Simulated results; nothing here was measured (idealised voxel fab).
You're looking at the process module voxel tone inversion.
cross-section cut | 240 nm wide | cells 5 nm
Cross-section spec: square-cell grid; bands listed top down; each band is one or more rows.
The band entry comprises the height of the band's top followed by the height of its bottom, expressed in nm, and subsequently the band's materials from left to right, each stated together with its width in nm. Where a single material is marked with the word "edge to edge", that material fills the band from edge to edge. The word "empty" represents empty space.
All heights in this document are referenced to 0, defined as the level beneath which the wafer, as received, consists entirely of one material. The lowest band is not bounded below; it extends indefinitely downward and is written in the form "0 -> down".
Width spec "30 to 40" -> top row of cells at first value, bottom row at second value, equal per-row change in between.
"no alterations made" (step): cross-section cells unchanged, all of them.
Entry "Closed cavities". Content: empty spaces with no open connection to the top, size 8 cells or greater. Each: width x height at distance. Distance: from left edge. Unit: nm.
Step line, after settings: the simulator's comment on this step.
Among the settings permitted on a step's line is "overlay nm"; applied to a step with a mask, it specifies the extent to which the mask lay to the right of its planned position, whereas a negative figure signifies a position to the left.
[Process steps - plan]
| 1 | RECEIVE, material Si |
| 2 | CONFORMAL_DEP, material SiN, thk nm 10 |
| 3 | DIRECTIONAL_DEP, material aC, thk nm 15 |
| 4 | PATTERN, tone cover, mask id POSTS, material resist, width nm 25, pitch nm 40, thk nm 25, overlay nm 0 |
| 5 | DIRECTIONAL_ETCH, etch materials aC, depth nm 15 |
| 6 | STRIP, etch materials resist |
| 7 | FILL_DEP, material lowk, thk nm 5 |
| 8 | CMP, height nm 15 |
| 9 | STRIP, etch materials aC |
| 10 | CONFORMAL_DEP, material TiN, thk nm 5 |
| 11 | FILL_DEP, material Cu, thk nm 5 |
| 12 | CMP, height nm 25 |
| 13 | CONFORMAL_DEP, material SiN, thk nm 5 |
The wafers in this document start out alike and differ in the height nm applied at step 8; the plan shows the value used for the first wafer.
[Cross-section: the first of several wafers in its as-received state, i.e. following step 1]
> 0 -> down: Si edge to edge
> Closed cavities: none
[Post step 13, the closing step of the module: first of several wafers, cross-sectioned]
> 30 -> 25: SiN edge to edge
> 25 -> 20: Cu edge to edge
> 20 -> 15: 70 nm TiN, 15 nm Cu, 25 nm TiN, 15 nm Cu, 25 nm TiN, 15 nm Cu, 75 nm TiN
> 15 -> 10: 65 nm lowk, 25 nm TiN, 15 nm lowk, 25 nm TiN, 15 nm lowk, 25 nm TiN, 70 nm lowk
> 10 -> 0: SiN edge to edge
> 0 -> down: Si edge to edge
> Closed cavities: none
[Showing the last wafer in cross-section at the end of the module]
> 30 -> 25: SiN edge to edge
> 25 -> 10: 65 nm lowk, 25 nm aC, 15 nm lowk, 25 nm aC, 15 nm lowk, 25 nm aC, 70 nm lowk
> 10 -> 0: SiN edge to edge
> 0 -> down: Si edge to edge
> Closed cavities: none
[Tabulated below, wafer by wafer, are the end-of-module results: for each material, the number of cells gained (+) or lost (-) relative to the as-received state, followed by the closed voids]
height nm 15 | +57 Cu | +144 SiN | +54 TiN | +33 lowk | Closed cavities: none
height nm 20 | +18 Cu | +144 SiN | +60 TiN | +66 lowk | Closed cavities: none
height nm 25 | +18 Cu | +144 SiN | +27 TiN | +99 lowk | Closed cavities: none
height nm 30 | +144 SiN | +45 aC | +99 lowk | Closed cavities: none
